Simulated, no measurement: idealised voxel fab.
The name of this process module is voxel double patterning.
Cross-section cut spans 270 nm and uses square cells 5 nm in size.
For the purposes of this document, a cross-section shall be understood as a grid of square cells, specified as bands listed in top-to-bottom order, each band consisting of one or more rows of cells. This entry defines a band. It first specifies the height of the band's top and the height of its bottom in nm, and then specifies the band's materials from left to right, stating each material with its width in nm. The word "everywhere" identifies a single material that fills the band from edge to edge, while the word "empty" identifies empty space. Height is counted from the level 0, under which the received wafer is composed throughout of one material. The lowest of the bands is not closed at the bottom but continues downward, in the notation "z 0 and below". Width "30..40": first value at the band's top row of cells, second value at its bottom row, equal change from row to row. Where the words "everything unchanged" appear for a step, the cross-section shows no cell changed by that step; every cell remained as before. Entry "Enclosed internal voids". Content: empty spaces with no open connection to the top, size 8 cells or greater. Each: width x height at distance. Distance: from left edge. Unit: nm. That trailing text on a step's line, after the settings, is the simulator's own remark on the step. overlay nm: for a step with a mask, the amount by which the mask lay right of where it was planned; a negative amount means left of it.

## Process steps foreseen in the plan
step 1: RECEIVE, material Si
step 2: CONFORMAL_DEP, material SiO2, thk nm 10
step 3: DIRECTIONAL_DEP, material TiN, thk nm 20
step 4: DIRECTIONAL_DEP, material SiN, thk nm 5
step 5: DIRECTIONAL_DEP, material aC, thk nm 10
step 6: PATTERN, tone open, mask id FIRST, material resist, width nm 15, pitch nm 50, thk nm 30, overlay nm 0
step 7: DIRECTIONAL_ETCH, etch materials aC, depth nm 10
step 8: STRIP, etch materials resist
step 9: DIRECTIONAL_ETCH, etch materials SiN, depth nm 5
step 10: STRIP, etch materials aC
step 11: DIRECTIONAL_DEP, material aC, thk nm 10
step 12: PATTERN, tone open, mask id SECOND, material resist, width nm 15, pitch nm 50, thk nm 30, overlay nm 0
step 13: DIRECTIONAL_ETCH, etch materials aC, depth nm 10
step 14: STRIP, etch materials resist
step 15: DIRECTIONAL_ETCH, etch materials SiN, depth nm 5
step 16: STRIP, etch materials aC
step 17: DIRECTIONAL_ETCH, etch materials TiN, depth nm 20
step 18: STRIP, etch materials SiN

## Wafer, first of two, run as planned

## Shown in cross-section is the wafer as received, that is, as it stands after step 1
> z 0 and below: Si everywhere
> Enclosed internal voids: none

## Wafer section view after processing step 2
> z 10 to 0: SiO2 everywhere
> All layers under 0 are left as they were.

## Wafer section view after processing step 3
> z 30 to 10: TiN everywhere
> All layers under 10 are left as they were.

## Wafer section view after processing step 4
> z 35 to 30: SiN everywhere
> All layers under 30 are left as they were.

## Wafer section view after processing step 5
> z 45 to 35: aC everywhere
> All layers under 35 are left as they were.

## Wafer section view after processing step 6
> z 75 to 45: resist=75, then empty=15, then resist=35, then empty=15, then resist=35, then empty=15, then resist=80
> All layers under 45 are left as they were.

## Wafer section view after processing step 7
> z 65 to 45: resist=75, then empty=15, then resist=35, then empty=15, then resist=35, then empty=15, then resist=80
> z 45 to 35: aC=75, then empty=15, then aC=35, then empty=15, then aC=35, then empty=15, then aC=80
> All layers under 35 are left as they were.

## Wafer section view after processing step 8
> z 45 to 35: aC=75, then empty=15, then aC=35, then empty=15, then aC=35, then empty=15, then aC=80
> All layers under 35 are left as they were.

## Wafer section view after processing step 9
> z 45 to 35: aC=75, then empty=15, then aC=35, then empty=15, then aC=35, then empty=15, then aC=80
> z 35 to 30: SiN=75, then empty=15, then SiN=35, then empty=15, then SiN=35, then empty=15, then SiN=80
> All layers under 30 are left as they were.

## Wafer section view after processing step 10
> z 35 to 30: SiN=75, then empty=15, then SiN=35, then empty=15, then SiN=35, then empty=15, then SiN=80
> All layers under 30 are left as they were.

## Wafer section view after processing step 11
> z 45 to 40: aC=75, then empty=15, then aC=35, then empty=15, then aC=35, then empty=15, then aC=80
> z 40 to 35: aC everywhere
> z 35 to 30: SiN=75, then aC=15, then SiN=35, then aC=15, then SiN=35, then aC=15, then SiN=80
> All layers under 30 are left as they were.

## Wafer section view after processing step 12
> z 75 to 45: resist=100, then empty=15, then resist=35, then empty=15, then resist=105
> z 45 to 40: aC=75, then resist=15, then aC=35, then resist=15, then aC=35, then resist=15, then aC=80
> All layers under 40 are left as they were.

## Wafer section view after processing step 13
> z 65 to 45: resist=100, then empty=15, then resist=35, then empty=15, then resist=105
> z 45 to 40: aC=75, then resist=15, then aC=10, then empty=15, then aC=10, then resist=15, then aC=10, then empty=15, then aC=10, then resist=15, then aC=80
> z 40 to 35: aC=100, then empty=15, then aC=35, then empty=15, then aC=105
> All layers under 35 are left as they were.

## Wafer section view after processing step 14
> z 45 to 40: aC=75, then empty=15, then aC=10, then empty=15, then aC=10, then empty=15, then aC=10, then empty=15, then aC=10, then empty=15, then aC=80
> All layers under 40 are left as they were.

## Wafer section view after processing step 15
> z 45 to 40: aC=75, then empty=15, then aC=10, then empty=15, then aC=10, then empty=15, then aC=10, then empty=15, then aC=10, then empty=15, then aC=80
> z 40 to 35: aC=100, then empty=15, then aC=35, then empty=15, then aC=105
> z 35 to 30: SiN=75, then aC=15, then SiN=10, then empty=15, then SiN=10, then aC=15, then SiN=10, then empty=15, then SiN=10, then aC=15, then SiN=80
> All layers under 30 are left as they were.

## Wafer section view after processing step 16
> z 35 to 30: SiN=75, then empty=15, then SiN=10, then empty=15, then SiN=10, then empty=15, then SiN=10, then empty=15, then SiN=10, then empty=15, then SiN=80
> All layers under 30 are left as they were.

## Wafer section view after processing step 17
> z 35 to 30: SiN=75, then empty=15, then SiN=10, then empty=15, then SiN=10, then empty=15, then SiN=10, then empty=15, then SiN=10, then empty=15, then SiN=80
> z 30 to 10: TiN=75, then empty=15, then TiN=10, then empty=15, then TiN=10, then empty=15, then TiN=10, then empty=15, then TiN=10, then empty=15, then TiN=80
> All layers under 10 are left as they were.

## Wafer section view after processing step 18
> z 30 to 10: TiN=75, then empty=15, then TiN=10, then empty=15, then TiN=10, then empty=15, then TiN=10, then empty=15, then TiN=10, then empty=15, then TiN=80
> All layers under 10 are left as they were.

## Second wafer. Start and plan as for the first. One mistake made in running. Agrees with the first up to and including step 5

## Cross-section: second wafer, time at which step 6 was scheduled to end
> z 75 to 45: resist=70, then empty=25, then resist=25, then empty=25, then resist=25, then empty=25, then resist=75
> All layers under 45 are left as they were.

## Cross-section: second wafer, time at which step 7 was scheduled to end
> z 65 to 45: resist=70, then empty=25, then resist=25, then empty=25, then resist=25, then empty=25, then resist=75
> z 45 to 35: aC=70, then empty=25, then aC=25, then empty=25, then aC=25, then empty=25, then aC=75
> All layers under 35 are left as they were.

## Cross-section: second wafer, time at which step 8 was scheduled to end
> z 45 to 35: aC=70, then empty=25, then aC=25, then empty=25, then aC=25, then empty=25, then aC=75
> All layers under 35 are left as they were.

## Cross-section: second wafer, time at which step 9 was scheduled to end
> z 45 to 35: aC=70, then empty=25, then aC=25, then empty=25, then aC=25, then empty=25, then aC=75
> z 35 to 30: SiN=70, then empty=25, then SiN=25, then empty=25, then SiN=25, then empty=25, then SiN=75
> All layers under 30 are left as they were.

## Cross-section: second wafer, time at which step 10 was scheduled to end
> z 35 to 30: SiN=70, then empty=25, then SiN=25, then empty=25, then SiN=25, then empty=25, then SiN=75
> All layers under 30 are left as they were.

## Cross-section: second wafer, time at which step 11 was scheduled to end
> z 45 to 40: aC=70, then empty=25, then aC=25, then empty=25, then aC=25, then empty=25, then aC=75
> z 40 to 35: aC everywhere
> z 35 to 30: SiN=70, then aC=25, then SiN=25, then aC=25, then SiN=25, then aC=25, then SiN=75
> All layers under 30 are left as they were.

## Cross-section: second wafer, time at which step 12 was scheduled to end
> z 75 to 45: resist=100, then empty=15, then resist=35, then empty=15, then resist=105
> z 45 to 40: aC=70, then resist=25, then aC=25, then resist=25, then aC=25, then resist=25, then aC=75
> All layers under 40 are left as they were.

## Cross-section: second wafer, time at which step 13 was scheduled to end
> z 65 to 45: resist=100, then empty=15, then resist=35, then empty=15, then resist=105
> z 45 to 40: aC=70, then resist=25, then aC=5, then empty=15, then aC=5, then resist=25, then aC=5, then empty=15, then aC=5, then resist=25, then aC=75
> z 40 to 35: aC=100, then empty=15, then aC=35, then empty=15, then aC=105
> All layers under 35 are left as they were.

## Cross-section: second wafer, time at which step 14 was scheduled to end
> z 45 to 40: aC=70, then empty=25, then aC=5, then empty=15, then aC=5, then empty=25, then aC=5, then empty=15, then aC=5, then empty=25, then aC=75
> All layers under 40 are left as they were.

## Cross-section: second wafer, time at which step 15 was scheduled to end
> z 45 to 40: aC=70, then empty=25, then aC=5, then empty=15, then aC=5, then empty=25, then aC=5, then empty=15, then aC=5, then empty=25, then aC=75
> z 40 to 35: aC=100, then empty=15, then aC=35, then empty=15, then aC=105
> z 35 to 30: SiN=70, then aC=25, then SiN=5, then empty=15, then SiN=5, then aC=25, then SiN=5, then empty=15, then SiN=5, then aC=25, then SiN=75
> All layers under 30 are left as they were.

## Cross-section: second wafer, time at which step 16 was scheduled to end
> z 35 to 30: SiN=70, then empty=25, then SiN=5, then empty=15, then SiN=5, then empty=25, then SiN=5, then empty=15, then SiN=5, then empty=25, then SiN=75
> All layers under 30 are left as they were.

## Cross-section: second wafer, time at which step 17 was scheduled to end
> z 35 to 30: SiN=70, then empty=25, then SiN=5, then empty=15, then SiN=5, then empty=25, then SiN=5, then empty=15, then SiN=5, then empty=25, then SiN=75
> z 30 to 10: TiN=70, then empty=25, then TiN=5, then empty=15, then TiN=5, then empty=25, then TiN=5, then empty=15, then TiN=5, then empty=25, then TiN=75
> All layers under 10 are left as they were.

## Cross-section: second wafer, time at which step 18 was scheduled to end
> z 30 to 10: TiN=70, then empty=25, then TiN=5, then empty=15, then TiN=5, then empty=25, then TiN=5, then empty=15, then TiN=5, then empty=25, then TiN=75
> All layers under 10 are left as they were.
Which mistake was made when the wafer was run? off-plan run, step 6, actual operation and settings PATTERN, tone open, mask id FIRST, material resist, width nm 25, pitch nm 50, thk nm 30, overlay nm 0
Materials where the second wafer ends with more or fewer cells than the first: TiN -24
